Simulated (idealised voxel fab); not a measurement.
Process module in this document: voxel tone inversion
The figure presents cross-section cut, which has a width of 255 nm and is divided into square cells with an edge length of 5 nm.
Reading order for cross-sections: top band down to bottom band. Underlying form: a grid of square cells. Band size: one or more rows of cells.
This entry defines a band. It first specifies the height of the band's top and the height of its bottom in nm, and then specifies the band's materials from left to right, stating each material with its width in nm. The word "throughout" identifies a single material that fills the band from edge to edge, while the word "blank" identifies empty space.
It should be noted that heights are counted from 0, beneath which the wafer as supplied is of one material throughout, and that the lowest band possesses no lower boundary but continues downward, as written in "0 nm and below".
You'd read "30 to 40" like this: the band's top row of cells is as wide as the first number, its bottom row is as wide as the second, and going down, every row changes width by the same amount as the row before did.
You'll sometimes find "remained the same" written for a step, and that's the way of saying that nowhere in the cross-section did a cell change during that step.
For the entry "Sealed void listing", the listed items are empty spaces with no open way to the top whose size is 8 cells or more; each item follows the pattern width x height at distance, where distance is from the left edge and all three are in nm.
On a step's line, text after the settings is the simulator commenting on that step.
The line of a step may include "overlay nm". On a step with a mask, this value is how far to the right of its planned place the mask lay. A negative value means the mask lay to the left.

# So here's the lineup of process steps we planned
| 1 | op RECEIVE | material Si |
| 2 | op CONFORMAL_DEP | material SiCN | thk nm 5 |
| 3 | op DIRECTIONAL_DEP | material polySi | thk nm 15 |
| 4 | op PATTERN | tone cover | mask id POSTS | material resist | width nm 25 | pitch nm 45 | thk nm 20 | overlay nm 0 |
| 5 | op DIRECTIONAL_ETCH | etch materials polySi | depth nm 15 |
| 6 | op STRIP | etch materials resist |
| 7 | op FILL_DEP | material lowk | thk nm 5 |
| 8 | op CMP | height nm 20 |
| 9 | op STRIP | etch materials polySi |
| 10 | op CONFORMAL_DEP | material TiN | thk nm 5 |
| 11 | op FILL_DEP | material Ru | thk nm 10 |
| 12 | op CMP | height nm 20 |
| 13 | op CONFORMAL_DEP | material SiCN | thk nm 5 |

# Incoming wafer, cross-sectional view, post step 1
0 nm and below  Si throughout
Sealed void listing: none

# Cross-section at module end, one run error; start and plan unchanged from above
25 nm to 20 nm  SiCN throughout
20 nm to 10 nm  100 nm lowk / 5 nm TiN / 15 nm Ru / 5 nm TiN / 20 nm lowk / 5 nm TiN / 15 nm Ru / 5 nm TiN / 85 nm lowk
10 nm to 5 nm  100 nm lowk / 25 nm TiN / 20 nm lowk / 25 nm TiN / 85 nm lowk
5 nm to 0 nm  SiCN throughout
0 nm and below  Si throughout
Sealed void listing: none
The mistake made against the process plan was this: heads up, step 4 didn't go per plan, it actually ran as op PATTERN | tone cover | mask id POSTS | material resist | width nm 25 | pitch nm 45 | thk nm 20 | overlay nm 10
